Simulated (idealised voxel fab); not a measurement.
The following is a process module called voxel released beams.
cross-section cut | 185 nm wide | cells 5 nm
Notation: cross-section as square-cell grid; stated in bands, top first, going down; one or more cell rows per band. Top, bottom (nm), then materials left to right with widths (nm); lone material tagged "everywhere" fills the whole band edge to edge; "empty" = empty space. Below 0: as-received wafer, all one material; heights counted from there. Lowest band: no bottom, goes on down, written "0 down". Width: "30..40" (first number = top row, second number = bottom row, same change from row to row of cells). No cell of the cross-section changed in a step that is given as "nothing altered". The label "Closed empty spaces" introduces a list of the empty spaces, 8 cells or larger, that have no open way up to the top; each entry in it reads width x height at distance, where the distance is taken from the left edge and all three are stated in nm. after a step's settings: what the simulator itself notes on the step. If you see "overlay nm" on a step's line and that step has a mask, it's telling you how far right of where it was planned the mask ended up; a negative number means it went left instead.
**The process steps that were planned are listed below**
step 1: RECEIVE, material Si
step 2: CONFORMAL_DEP, material SiN, thk nm 5
step 3: DIRECTIONAL_DEP, material SiO2, thk nm 20
step 4: MASKED_ETCH, tone open, mask id ANCHOR, width nm 35, etch materials SiO2, depth nm 20, overlay nm 0
step 5: CONFORMAL_DEP, material W, thk nm 10
step 6: PATTERN, tone cover, mask id BEAM, material resist, width nm 105, thk nm 20, overlay nm 0
step 7: DIRECTIONAL_ETCH, etch materials W, depth nm 10
step 8: STRIP, etch materials resist
step 9: STRIP, etch materials SiO2
**Cross-section of the incoming wafer, state after step 1**
	0 down: Si everywhere
	Closed empty spaces: none
**First of two wafers, end-of-module section, run followed plan**
	35 to 25: empty 35; W 15; empty 15; W 75; empty 45
	25 to 15: empty 40; W 10; empty 15; W 10; empty 110
	15 to 5: empty 40; W 35; empty 110
	5 to 0: SiN everywhere
	0 down: Si everywhere
	Closed empty spaces: none
**Cross-section of the latter of the two wafers at module completion. It had an identical start and an identical plan to the former; in running it, one mistake was made**
	35 to 25: empty 35; W 105; empty 45
	25 to 0: SiN everywhere
	0 down: Si everywhere
	Closed empty spaces: none
What was done differently from what was planned? rather than as planned, step 3 actually ran as DIRECTIONAL_DEP, material SiN, thk nm 20
FYI, end of process, the second wafer has more or fewer cells of some materials than the first: +148 SiN; -16 W
